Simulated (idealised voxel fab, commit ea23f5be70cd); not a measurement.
process module | voxel capacitor over wiring
cross-section cut | 290 nm wide | cells 5 nm
A cross-section is a grid of square cells, given in bands from the top down. A band is one or more rows of cells.
Each band's line starts with the height of the band's top and of its bottom, in nm. Then come its materials from left to right, each with its width in nm. One material with "throughout" fills the band from edge to edge. "air" is empty space.
Height 0 is the level under which the wafer as received is all one material. The lowest band goes on downwards, as in "0 down".
A width such as "30 to 40" changes by the same amount from each row of cells to the next, from the band's top row to its bottom row.
"no change" after a step means that no cell of the cross-section changed.
closed voids: empty space of 8 cells or more with no open way to the top, each as width x height at its distance from the left edge, in nm
after a step's settings: what the simulator itself notes on the step
overlay nm, on a step with a mask: how far to the right of its planned place the mask lay; to the left if negative
plan
1 op RECEIVE | material Si
2 op CONFORMAL_DEP | material SiO2 | thk nm 10
3 op CONFORMAL_DEP | material SiCN | thk nm 5
4 op DIRECTIONAL_DEP | material lowk | thk nm 15
5 op MASKED_ETCH | tone open | mask id METAL_1 | width nm 30 | pitch nm 100 | etch materials lowk | depth nm 15 | overlay nm 0
6 op MASKED_ETCH | tone open | mask id METAL_1 | width nm 30 | pitch nm 100 | etch materials SiCN | depth nm 5 | overlay nm 0
7 op CONFORMAL_DEP | material TiN | thk nm 5
8 op FILL_DEP | material Ru | thk nm 10
9 op CMP | height nm 30
10 op CONFORMAL_DEP | material SiCN | thk nm 5
11 op DIRECTIONAL_DEP | material lowk | thk nm 15
12 op DIRECTIONAL_DEP | material aC | thk nm 15
13 op PATTERN | tone open | mask id PLUG_1 | material resist | width nm 15 | thk nm 30 | overlay nm 0
14 op DIRECTIONAL_ETCH | etch materials aC | depth nm 15
15 op STRIP | etch materials resist
16 op DIRECTIONAL_ETCH | etch materials lowk | depth nm 15
17 op DIRECTIONAL_ETCH | etch materials SiCN | depth nm 5
18 op STRIP | etch materials aC
19 op EPI | material Ru | thk nm 10
20 op EPI | material Ru | thk nm 10
21 op DIRECTIONAL_DEP | material TiN | thk nm 5
22 op DIRECTIONAL_DEP | material Al2O3 | thk nm 5
23 op DIRECTIONAL_DEP | material TiN | thk nm 10
24 op MASKED_ETCH | tone cover | mask id UPPER_PLATE | width nm 75 | etch materials TiN | depth nm 10 | overlay nm 0
25 op MASKED_ETCH | tone cover | mask id UPPER_PLATE | width nm 75 | etch materials Al2O3 | depth nm 5 | overlay nm 0
26 op DIRECTIONAL_DEP | material aC | thk nm 15
27 op PATTERN | tone cover | mask id LOWER_PLATE | material resist | width nm 85 | thk nm 35 | overlay nm 0
28 op DIRECTIONAL_ETCH | etch materials aC | depth nm 15
29 op STRIP | etch materials resist
30 op DIRECTIONAL_ETCH | etch materials TiN | depth nm 5
31 op STRIP | etch materials aC
32 op FILL_DEP | material SiO2 | thk nm 15
33 op CMP | height nm 80
34 op PATTERN | tone open | mask id PLUG_2 | material resist | width nm 15 | thk nm 15 | overlay nm 0
35 op DIRECTIONAL_ETCH | etch materials SiO2 | depth nm 10
36 op STRIP | etch materials resist
37 op CONFORMAL_DEP | material TiN | thk nm 5
38 op FILL_DEP | material Cu | thk nm 10
39 op CMP | height nm 80
40 op CONFORMAL_DEP | material SiN | thk nm 5
first wafer, as planned
as received, after step 1
  0 down: Si throughout
  closed voids: none
after step 2
  10 to 0: SiO2 throughout
  below 0: unchanged
after step 3
  15 to 10: SiCN throughout
  below 10: unchanged
after step 4
  30 to 15: lowk throughout
  below 15: unchanged
after step 5
  30 to 15: lowk 80 | air 30 | lowk 70 | air 30 | lowk 80
  below 15: unchanged
after step 6
  30 to 15: lowk 80 | air 30 | lowk 70 | air 30 | lowk 80
  15 to 10: SiCN 80 | air 30 | SiCN 70 | air 30 | SiCN 80
  below 10: unchanged
after step 7
  35 to 30: TiN 85 | air 20 | TiN 80 | air 20 | TiN 85
  30 to 15: lowk 80 | TiN 5 | air 20 | TiN 5 | lowk 70 | TiN 5 | air 20 | TiN 5 | lowk 80
  15 to 10: SiCN 80 | TiN 30 | SiCN 70 | TiN 30 | SiCN 80
  below 10: unchanged
after step 8
  45 to 35: Ru throughout
  35 to 30: TiN 85 | Ru 20 | TiN 80 | Ru 20 | TiN 85
  30 to 15: lowk 80 | TiN 5 | Ru 20 | TiN 5 | lowk 70 | TiN 5 | Ru 20 | TiN 5 | lowk 80
  below 15: unchanged
after step 9
  30 to 15: lowk 80 | TiN 5 | Ru 20 | TiN 5 | lowk 70 | TiN 5 | Ru 20 | TiN 5 | lowk 80
  below 15: unchanged
after step 10
  35 to 30: SiCN throughout
  below 30: unchanged
after step 11
  50 to 35: lowk throughout
  below 35: unchanged
after step 12
  65 to 50: aC throughout
  below 50: unchanged
after step 13
  95 to 65: resist 95 | air 15 | resist 180
  below 65: unchanged
after step 14
  80 to 65: resist 95 | air 15 | resist 180
  65 to 50: aC 95 | air 15 | aC 180
  below 50: unchanged
after step 15
  65 to 50: aC 95 | air 15 | aC 180
  below 50: unchanged
after step 16
  65 to 50: aC 95 | air 15 | aC 180
  50 to 35: lowk 95 | air 15 | lowk 180
  below 35: unchanged
after step 17
  65 to 50: aC 95 | air 15 | aC 180
  50 to 35: lowk 95 | air 15 | lowk 180
  35 to 30: SiCN 95 | air 15 | SiCN 180
  below 30: unchanged
after step 18
  50 to 35: lowk 95 | air 15 | lowk 180
  below 35: unchanged
after step 19
  50 to 40: lowk 95 | air 15 | lowk 180
  40 to 35: lowk 95 | Ru 15 | lowk 180
  35 to 30: SiCN 95 | Ru 15 | SiCN 180
  below 30: unchanged
after step 20
  50 to 35: lowk 95 | Ru 15 | lowk 180
  below 35: unchanged
after step 21
  55 to 50: TiN throughout
  below 50: unchanged
after step 22
  60 to 55: Al2O3 throughout
  below 55: unchanged
after step 23
  70 to 60: TiN throughout
  below 60: unchanged
after step 24
  70 to 60: air 95 | TiN 75 | air 120
  below 60: unchanged
after step 25
  70 to 60: air 95 | TiN 75 | air 120
  60 to 55: air 95 | Al2O3 75 | air 120
  below 55: unchanged
after step 26
  85 to 70: air 95 | aC 75 | air 120
  70 to 60: aC 95 | TiN 75 | aC 120
  60 to 55: aC 95 | Al2O3 75 | aC 120
  below 55: unchanged
after step 27
  120 to 85: air 90 | resist 85 | air 115
  85 to 70: air 90 | resist 5 | aC 75 | resist 5 | air 115
  below 70: unchanged
after step 28
  105 to 85: air 90 | resist 85 | air 115
  85 to 70: air 90 | resist 5 | aC 75 | resist 5 | air 115
  70 to 60: air 90 | aC 5 | TiN 75 | aC 5 | air 115
  60 to 55: air 90 | aC 5 | Al2O3 75 | aC 5 | air 115
  below 55: unchanged
after step 29
  85 to 70: air 95 | aC 75 | air 120
  below 70: unchanged
after step 30
  85 to 70: air 95 | aC 75 | air 120
  70 to 60: air 90 | aC 5 | TiN 75 | aC 5 | air 115
  60 to 55: air 90 | aC 5 | Al2O3 75 | aC 5 | air 115
  55 to 50: air 90 | TiN 85 | air 115
  below 50: unchanged
after step 31
  70 to 60: air 95 | TiN 75 | air 120
  60 to 55: air 95 | Al2O3 75 | air 120
  below 55: unchanged
after step 32
  85 to 70: SiO2 throughout
  70 to 60: SiO2 95 | TiN 75 | SiO2 120
  60 to 55: SiO2 95 | Al2O3 75 | SiO2 120
  55 to 50: SiO2 90 | TiN 85 | SiO2 115
  below 50: unchanged
after step 33
  80 to 70: SiO2 throughout
  below 70: unchanged
after step 34
  95 to 80: resist 105 | air 15 | resist 170
  below 80: unchanged
after step 35
  95 to 80: resist 105 | air 15 | resist 170
  80 to 70: SiO2 105 | air 15 | SiO2 170
  below 70: unchanged
after step 36
  80 to 70: SiO2 105 | air 15 | SiO2 170
  below 70: unchanged
after step 37
  85 to 80: TiN 110 | air 5 | TiN 175
  80 to 75: SiO2 105 | TiN 5 | air 5 | TiN 5 | SiO2 170
  75 to 70: SiO2 105 | TiN 15 | SiO2 170
  below 70: unchanged
after step 38
  95 to 85: Cu throughout
  85 to 80: TiN 110 | Cu 5 | TiN 175
  80 to 75: SiO2 105 | TiN 5 | Cu 5 | TiN 5 | SiO2 170
  below 75: unchanged
after step 39
  80 to 75: SiO2 105 | TiN 5 | Cu 5 | TiN 5 | SiO2 170
  below 75: unchanged
after step 40
  85 to 80: SiN throughout
  below 80: unchanged
second wafer: like start, like plan, one mistake. Through step 3 it matches the first wafer
when step 4 should have ended
  20 to 15: lowk throughout
  below 15: unchanged
when step 5 should have ended
  20 to 15: lowk 80 | air 30 | lowk 70 | air 30 | lowk 80
  below 15: unchanged
when step 6 should have ended
  20 to 15: lowk 80 | air 30 | lowk 70 | air 30 | lowk 80
  15 to 10: SiCN 80 | air 30 | SiCN 70 | air 30 | SiCN 80
  below 10: unchanged
when step 7 should have ended
  25 to 20: TiN 85 | air 20 | TiN 80 | air 20 | TiN 85
  20 to 15: lowk 80 | TiN 5 | air 20 | TiN 5 | lowk 70 | TiN 5 | air 20 | TiN 5 | lowk 80
  15 to 10: SiCN 80 | TiN 30 | SiCN 70 | TiN 30 | SiCN 80
  below 10: unchanged
when step 8 should have ended
  35 to 25: Ru throughout
  25 to 20: TiN 85 | Ru 20 | TiN 80 | Ru 20 | TiN 85
  20 to 15: lowk 80 | TiN 5 | Ru 20 | TiN 5 | lowk 70 | TiN 5 | Ru 20 | TiN 5 | lowk 80
  below 15: unchanged
when step 9 should have ended
  30 to 25: Ru throughout
  below 25: unchanged
when step 10 should have ended
  35 to 30: SiCN throughout
  below 30: unchanged
when step 11 should have ended
  50 to 35: lowk throughout
  below 35: unchanged
when step 12 should have ended
  65 to 50: aC throughout
  below 50: unchanged
when step 13 should have ended
  95 to 65: resist 95 | air 15 | resist 180
  below 65: unchanged
when step 14 should have ended
  80 to 65: resist 95 | air 15 | resist 180
  65 to 50: aC 95 | air 15 | aC 180
  below 50: unchanged
when step 15 should have ended
  65 to 50: aC 95 | air 15 | aC 180
  below 50: unchanged
when step 16 should have ended
  65 to 50: aC 95 | air 15 | aC 180
  50 to 35: lowk 95 | air 15 | lowk 180
  below 35: unchanged
when step 17 should have ended
  65 to 50: aC 95 | air 15 | aC 180
  50 to 35: lowk 95 | air 15 | lowk 180
  35 to 30: SiCN 95 | air 15 | SiCN 180
  below 30: unchanged
when step 18 should have ended
  50 to 35: lowk 95 | air 15 | lowk 180
  below 35: unchanged
when step 19 should have ended
  50 to 40: lowk 95 | air 15 | lowk 180
  40 to 35: lowk 95 | Ru 15 | lowk 180
  35 to 30: SiCN 95 | Ru 15 | SiCN 180
  below 30: unchanged
when step 20 should have ended
  50 to 35: lowk 95 | Ru 15 | lowk 180
  below 35: unchanged
when step 21 should have ended
  55 to 50: TiN throughout
  below 50: unchanged
when step 22 should have ended
  60 to 55: Al2O3 throughout
  below 55: unchanged
when step 23 should have ended
  70 to 60: TiN throughout
  below 60: unchanged
when step 24 should have ended
  70 to 60: air 95 | TiN 75 | air 120
  below 60: unchanged
when step 25 should have ended
  70 to 60: air 95 | TiN 75 | air 120
  60 to 55: air 95 | Al2O3 75 | air 120
  below 55: unchanged
when step 26 should have ended
  85 to 70: air 95 | aC 75 | air 120
  70 to 60: aC 95 | TiN 75 | aC 120
  60 to 55: aC 95 | Al2O3 75 | aC 120
  below 55: unchanged
when step 27 should have ended
  120 to 85: air 90 | resist 85 | air 115
  85 to 70: air 90 | resist 5 | aC 75 | resist 5 | air 115
  below 70: unchanged
when step 28 should have ended
  105 to 85: air 90 | resist 85 | air 115
  85 to 70: air 90 | resist 5 | aC 75 | resist 5 | air 115
  70 to 60: air 90 | aC 5 | TiN 75 | aC 5 | air 115
  60 to 55: air 90 | aC 5 | Al2O3 75 | aC 5 | air 115
  below 55: unchanged
when step 29 should have ended
  85 to 70: air 95 | aC 75 | air 120
  below 70: unchanged
when step 30 should have ended
  85 to 70: air 95 | aC 75 | air 120
  70 to 60: air 90 | aC 5 | TiN 75 | aC 5 | air 115
  60 to 55: air 90 | aC 5 | Al2O3 75 | aC 5 | air 115
  55 to 50: air 90 | TiN 85 | air 115
  below 50: unchanged
when step 31 should have ended
  70 to 60: air 95 | TiN 75 | air 120
  60 to 55: air 95 | Al2O3 75 | air 120
  below 55: unchanged
when step 32 should have ended
  85 to 70: SiO2 throughout
  70 to 60: SiO2 95 | TiN 75 | SiO2 120
  60 to 55: SiO2 95 | Al2O3 75 | SiO2 120
  55 to 50: SiO2 90 | TiN 85 | SiO2 115
  below 50: unchanged
when step 33 should have ended
  80 to 70: SiO2 throughout
  below 70: unchanged
when step 34 should have ended
  95 to 80: resist 105 | air 15 | resist 170
  below 80: unchanged
when step 35 should have ended
  95 to 80: resist 105 | air 15 | resist 170
  80 to 70: SiO2 105 | air 15 | SiO2 170
  below 70: unchanged
when step 36 should have ended
  80 to 70: SiO2 105 | air 15 | SiO2 170
  below 70: unchanged
when step 37 should have ended
  85 to 80: TiN 110 | air 5 | TiN 175
  80 to 75: SiO2 105 | TiN 5 | air 5 | TiN 5 | SiO2 170
  75 to 70: SiO2 105 | TiN 15 | SiO2 170
  below 70: unchanged
when step 38 should have ended
  95 to 85: Cu throughout
  85 to 80: TiN 110 | Cu 5 | TiN 175
  80 to 75: SiO2 105 | TiN 5 | Cu 5 | TiN 5 | SiO2 170
  below 75: unchanged
when step 39 should have ended
  80 to 75: SiO2 105 | TiN 5 | Cu 5 | TiN 5 | SiO2 170
  below 75: unchanged
when step 40 should have ended
  85 to 80: SiN throughout
  below 80: unchanged
what went wrong: step 4 ran as: op DIRECTIONAL_DEP | material lowk | thk nm 5
at the end the second wafer has, in cells: 50 more of Ru | 42 more of TiN | 92 fewer of lowk
